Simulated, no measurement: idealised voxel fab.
The process module presented herein is designated voxel lift off.
The figure presents cross-section cut, which has a width of 155 nm and is divided into square cells with an edge length of 5 nm.
Cross-section layout: square cells on a grid; listed as bands, top to bottom; a band spans one or more cell rows.
A band entry consists of two parts. The first gives the height of the band's top and the height of its bottom, in nm. The rest lists the band's materials from left to right, each with its width in nm. A single material labelled with the word "edge to edge" fills the band from edge to edge, and the word "air" marks empty space.
We count height from 0. Below that, the starting wafer is all one material. The lowest band never ends at the bottom but goes on down; see "0 and below" for how that is written.
When a width is written as two numbers, as in "30..40", the first number is the width in the top row of cells of the band and the second is the width in its bottom row, and the width changes by the same amount from each row to the next.
A step reported as "same as before" is a step in which no cell of the cross-section changed.
"Closed-off voids" specifies each empty space that is not open to the top and that occupies no fewer than 8 cells, using the form width x height at distance, the distance measured from the left edge and all three quantities in nm.
That trailing text on a step's line, after the settings, is the simulator's own remark on the step.
Each step line may optionally specify "overlay nm", which for a step with a mask gives the rightward distance between the mask's planned place and where it lay, a negative value indicating the leftward direction.
-- Process steps - plan
1) RECEIVE, material Si
2) CONFORMAL_DEP, material SiN, thk nm 10
3) PATTERN, tone open, mask id LINES, material resist, width nm 15, pitch nm 35, thk nm 25, overlay nm 0
4) DIRECTIONAL_DEP, material Ru, thk nm 15
5) STRIP, etch materials resist
6) CONFORMAL_DEP, material SiCN, thk nm 10
-- Delivered wafer in cross-section: state after step 1
	0 and below = Si edge to edge
	Closed-off voids: none
-- Post-module cross-section: identical start and plan to those above, one misstep in execution
	35 down to 25 = SiCN edge to edge
	25 down to 10 = Ru 15 nm | SiCN 15 nm | Ru 20 nm | SiCN 15 nm | Ru 20 nm | SiCN 15 nm | Ru 20 nm | SiCN 15 nm | Ru 20 nm
	10 down to 0 = SiN edge to edge
	0 and below = Si edge to edge
	Closed-off voids: none
Plan not followed: step 3 did not use the planned setting and instead ran as PATTERN, tone cover, mask id LINES, material resist, width nm 15, pitch nm 35, thk nm 25, overlay nm 0
